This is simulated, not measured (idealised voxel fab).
Name of the process module below: voxel ribs on slabs
Section shown: cut. Width: 285 nm. Cell size: 5 nm, square.
Think of the cross-section as a grid of square cells. We describe it in bands, top to bottom, and each band covers one or more rows of those cells. Top, bottom (nm), then materials left to right with widths (nm); lone material tagged "throughout" fills the whole band edge to edge; "blank" = empty space. Height is counted from the level 0, under which the received wafer is composed throughout of one material. The lowest of the bands is not closed at the bottom but continues downward, in the notation "0..down". Read "30 to 40" as a graded width: first number on top, second number at the bottom, same change between each pair of neighbouring rows. When a step is marked "no alterations made", none of the cells in the cross-section changed during that step. The entry "Enclosed voids" lists the empty spaces that cover at least 8 cells and have no open path to the top. Each is written as width x height at distance, where the distance is measured from the left edge and all three values are in nm. On a step's line, text after the settings is the simulator commenting on that step. overlay nm: right-of-plan distance of the mask on a masked step; negative values mean left-of-plan.
Set out below are the planned steps of the process
1: RECEIVE [material Si]
2: DIRECTIONAL_DEP [material SiO2] [thk nm 20]
3: DIRECTIONAL_DEP [material polySi] [thk nm 25]
4: PATTERN [tone cover] [mask id RIB] [material resist] [width nm 30] [thk nm 20] [overlay nm 0]
5: DIRECTIONAL_ETCH [etch materials polySi] [depth nm 5]
6: STRIP [etch materials resist]
7: PATTERN [tone cover] [mask id SLAB] [material resist] [width nm 60] [thk nm 15] [overlay nm 0]
8: DIRECTIONAL_ETCH [etch materials polySi] [depth nm 20]
9: STRIP [etch materials resist]
10: FILL_DEP [material SiO2] [thk nm 30]
11: CMP [height nm 65]
12: DIRECTIONAL_DEP [material W] [thk nm 10]
13: PATTERN [tone cover] [mask id HEATER] [material resist] [width nm 40] [thk nm 15] [overlay nm 0]
14: DIRECTIONAL_ETCH [etch materials W] [depth nm 10]
15: STRIP [etch materials resist]
16: CONFORMAL_DEP [material SiN] [thk nm 5]
The wafers in this document start out alike and differ in the depth nm applied at step 5; the plan shows the value used for the first wafer.
First of several wafers, received after step 1, in cross-section
0..down = Si throughout
Enclosed voids: none
Below, a row for every wafer. Read it as the end-of-module picture: for each material the wafer shows its cells gained (+) or lost (-) since it was received, and then its closed voids
depth nm 5 | +61 SiN | +687 SiO2 | +16 W | +54 polySi | Enclosed voids: none
depth nm 10 | +61 SiN | +693 SiO2 | +16 W | +48 polySi | Enclosed voids: none
depth nm 15 | +61 SiN | +699 SiO2 | +16 W | +42 polySi | Enclosed voids: none
depth nm 20 | +61 SiN | +705 SiO2 | +16 W | +36 polySi | Enclosed voids: none
